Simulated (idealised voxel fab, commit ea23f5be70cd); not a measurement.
Documented hereafter: the process module known as voxel capacitor over wiring.
Square cells of 5 nm make up the cross-section cut, whose width is 190 nm.
Cross-section spec: square-cell grid; bands listed top down; each band is one or more rows. Heads up on the band format: heights come first, top then bottom, in nm. After that it's the materials left to right, each with its width in nm. A single material flagged "everywhere" fills the whole band edge to edge, and "empty" means there's empty space there. Height is counted from the level 0, under which the received wafer is composed throughout of one material. The lowest of the bands is not closed at the bottom but continues downward, in the notation "0..down". Quick explanation for "30 to 40": the width changes in equal steps down the rows of cells, from the first number in the band's top row to the second number in its bottom row. The cross-section has no changed cell in any step marked "nothing different". You'll see "Closed void catalog" listing empty spaces that have no way open to the top, as long as they're 8 cells or more; the notation is width x height at distance, where the distance is from the left edge, and all of it is in nm. Note: text after step settings on the step line = simulator remark on that step. When a step includes a mask, the "overlay nm" setting on its line states how far to the right of its planned place that mask lay, and negative values state how far to the left.
# Listed below are the process steps as planned
1) RECEIVE,material Si
2) CONFORMAL_DEP,material SiO2,thk nm 10
3) DIRECTIONAL_DEP,material TiN,thk nm 5
4) DIRECTIONAL_DEP,material Ru,thk nm 25
5) PATTERN,tone cover,mask id METAL_1,material resist,width nm 20,pitch nm 75,thk nm 15,overlay nm 0
6) DIRECTIONAL_ETCH,etch materials Ru,depth nm 25
7) DIRECTIONAL_ETCH,etch materials TiN,depth nm 5
8) STRIP,etch materials resist
9) FILL_DEP,material SiO2,thk nm 10
10) CMP,height nm 40
11) CONFORMAL_DEP,material SiCN,thk nm 5
12) DIRECTIONAL_DEP,material SiO2,thk nm 10
13) PATTERN,tone open,mask id PLUG_1,material resist,width nm 15,thk nm 20,overlay nm 0
14) DIRECTIONAL_ETCH,etch materials SiO2,depth nm 10
15) DIRECTIONAL_ETCH,etch materials SiCN,depth nm 5
16) STRIP,etch materials resist
17) EPI,material Ru,thk nm 10
18) EPI,material Ru,thk nm 5
19) DIRECTIONAL_DEP,material TiN,thk nm 10
20) DIRECTIONAL_DEP,material HfO2,thk nm 5
21) DIRECTIONAL_DEP,material TiN,thk nm 10
22) PATTERN,tone cover,mask id UPPER_PLATE,material resist,width nm 60,thk nm 20,overlay nm 0
23) DIRECTIONAL_ETCH,etch materials TiN,depth nm 10
24) DIRECTIONAL_ETCH,etch materials HfO2,depth nm 5
25) STRIP,etch materials resist
26) DIRECTIONAL_DEP,material aC,thk nm 10
27) PATTERN,tone cover,mask id LOWER_PLATE,material resist,width nm 70,thk nm 30,overlay nm 0
28) DIRECTIONAL_ETCH,etch materials aC,depth nm 10
29) STRIP,etch materials resist
30) DIRECTIONAL_ETCH,etch materials TiN,depth nm 10
31) STRIP,etch materials aC
32) FILL_DEP,material SiO2,thk nm 15
33) CMP,height nm 90
34) MASKED_ETCH,tone open,mask id PLUG_2,width nm 15,etch materials SiO2,depth nm 10,overlay nm 0
35) CONFORMAL_DEP,material TiN,thk nm 5
36) FILL_DEP,material W,thk nm 5
37) CMP,height nm 90
38) CONFORMAL_DEP,material SiCN,thk nm 5
# Incoming wafer in cross-section (state: after step 1)
0..down = Si everywhere
Closed void catalog: none
# Sectioned view, first of two wafers, at the close of the module, processed as intended in the plan
95..90 = SiCN everywhere
90..85 = SiO2 60, TiN 5, W 5, TiN 5, SiO2 115
85..80 = SiO2 60, TiN 15, SiO2 115
80..70 = SiO2 50, TiN 60, SiO2 80
70..65 = SiO2 50, HfO2 60, SiO2 80
65..55 = SiO2 45, TiN 70, SiO2 75
55..45 = SiO2 50, Ru 15, SiO2 125
45..40 = SiCN 50, Ru 15, SiCN 125
40..15 = SiO2 45, Ru 20, SiO2 55, Ru 20, SiO2 50
15..10 = SiO2 45, TiN 20, SiO2 55, TiN 20, SiO2 50
10..0 = SiO2 everywhere
0..down = Si everywhere
Closed void catalog: none
# Same start, same plan as the first wafer - but one mistake in the run. Cross-section of the second of the two at the end of the module
95..90 = SiCN everywhere
90..85 = SiO2 60, TiN 5, W 5, TiN 5, SiO2 115
85..80 = SiO2 60, TiN 15, SiO2 115
80..70 = SiO2 50, TiN 60, SiO2 80
70..65 = SiO2 50, HfO2 60, SiO2 80
65..55 = SiO2 45, TiN 75, SiO2 70
55..45 = SiO2 50, Ru 15, SiO2 125
45..40 = SiCN 50, Ru 15, SiCN 125
40..15 = SiO2 45, Ru 20, SiO2 55, Ru 20, SiO2 50
15..10 = SiO2 45, TiN 20, SiO2 55, TiN 20, SiO2 50
10..0 = SiO2 everywhere
0..down = Si everywhere
Closed void catalog: none
The plan and the run diverged here: step 27 did not happen as planned, as run it was PATTERN,tone cover,mask id LOWER_PLATE,material resist,width nm 75,thk nm 30,overlay nm 0
at the end the second wafer has, in cells: -2 SiO2 | +2 TiN
